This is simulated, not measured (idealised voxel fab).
Title: Process Module voxel ribs on slabs
For reference, the cross-section in this document is cut, with width 200 nm and square cells of 5 nm.
We lay out every cross-section as a grid of square cells and spell it out in bands from the top down, where one band means one or more rows of cells.
For a band, the entry starts with two heights in nm, that of the top and then that of the bottom, and carries on with the band's materials in order from left to right, each alongside its width in nm; the word "throughout" beside a single material means it fills the band edge to edge, and "blank" means empty space.
Zero point of the height axis is 0; under it, received wafer = one material. Lowest band: continues down indefinitely, "0 and below".
Think of "30..40" as a width that walks from the first number to the second as you go down the band, top row to bottom row, taking equal-sized steps from row to row.
Step note "all unchanged" = no cross-section cell changed.
Empty spaces counting at least 8 cells and having no open way to the top are listed in "Cavities, sealed". The notation width x height at distance is used for each, the distance being from the left edge and all three values in nm.
That trailing text on a step's line, after the settings, is the simulator's own remark on the step.
"overlay nm" answers the question of how far to the right of plan the mask lay on a step that has a mask, and when it is negative the answer is to the left.
[This section lists the process steps that were planned]
1 RECEIVE with material Si
2 DIRECTIONAL_DEP with material SiO2, thk nm 20
3 DIRECTIONAL_DEP with material polySi, thk nm 15
4 DIRECTIONAL_DEP with material aC, thk nm 10
5 PATTERN with tone cover, mask id RIB, material resist, width nm 30, thk nm 30, overlay nm 0
6 DIRECTIONAL_ETCH with etch materials aC, depth nm 10
7 STRIP with etch materials resist
8 DIRECTIONAL_ETCH with etch materials polySi, depth nm 10
9 STRIP with etch materials aC
10 MASKED_ETCH with tone cover, mask id SLAB, width nm 60, etch materials polySi, depth nm 5, overlay nm 0
11 FILL_DEP with material SiO2, thk nm 20
12 CMP with height nm 45
13 DIRECTIONAL_DEP with material TiN, thk nm 10
14 DIRECTIONAL_DEP with material aC, thk nm 10
15 PATTERN with tone cover, mask id HEATER, material resist, width nm 40, thk nm 30, overlay nm 0
16 DIRECTIONAL_ETCH with etch materials aC, depth nm 10
17 STRIP with etch materials resist
18 DIRECTIONAL_ETCH with etch materials TiN, depth nm 10
19 STRIP with etch materials aC
20 CONFORMAL_DEP with material SiO2, thk nm 5
[Received-state cross-section, reflecting completion of step 1]
    0 and below  Si throughout
    Cavities, sealed: none
[Run as planned - first of the two wafers cross-sectioned at the end of the module]
    60 down to 55  blank: 75, SiO2: 50, blank: 75
    55 down to 50  blank: 75, SiO2: 5, TiN: 40, SiO2: 5, blank: 75
    50 down to 45  SiO2: 80, TiN: 40, SiO2: 80
    45 down to 35  SiO2 throughout
    35 down to 25  SiO2: 85, polySi: 30, SiO2: 85
    25 down to 20  SiO2: 70, polySi: 60, SiO2: 70
    20 down to 0  SiO2 throughout
    0 and below  Si throughout
    Cavities, sealed: none
[What the second wafer looks like in cross-section once the module is done. Its start and its plan matched the first wafer's exactly; what differed was one mistake in how it was run]
    60 down to 55  blank: 75, SiO2: 50, blank: 75
    55 down to 50  blank: 75, SiO2: 5, TiN: 40, SiO2: 5, blank: 75
    50 down to 45  SiO2: 80, TiN: 40, SiO2: 80
    45 down to 30  SiO2 throughout
    30 down to 25  SiO2: 85, polySi: 30, SiO2: 85
    25 down to 20  polySi: 70, SiO2: 15, polySi: 30, SiO2: 15, polySi: 70
    20 down to 0  SiO2 throughout
    0 and below  Si throughout
    Cavities, sealed: none
What was done differently from what was planned? off-plan run, step 10, actual operation and settings MASKED_ETCH with tone open, mask id SLAB, width nm 60, etch materials polySi, depth nm 5, overlay nm 0
Looking at both finished wafers in cells, the second ends up ahead of or behind the first on some materials: SiO2: 16 fewer, polySi: 16 more
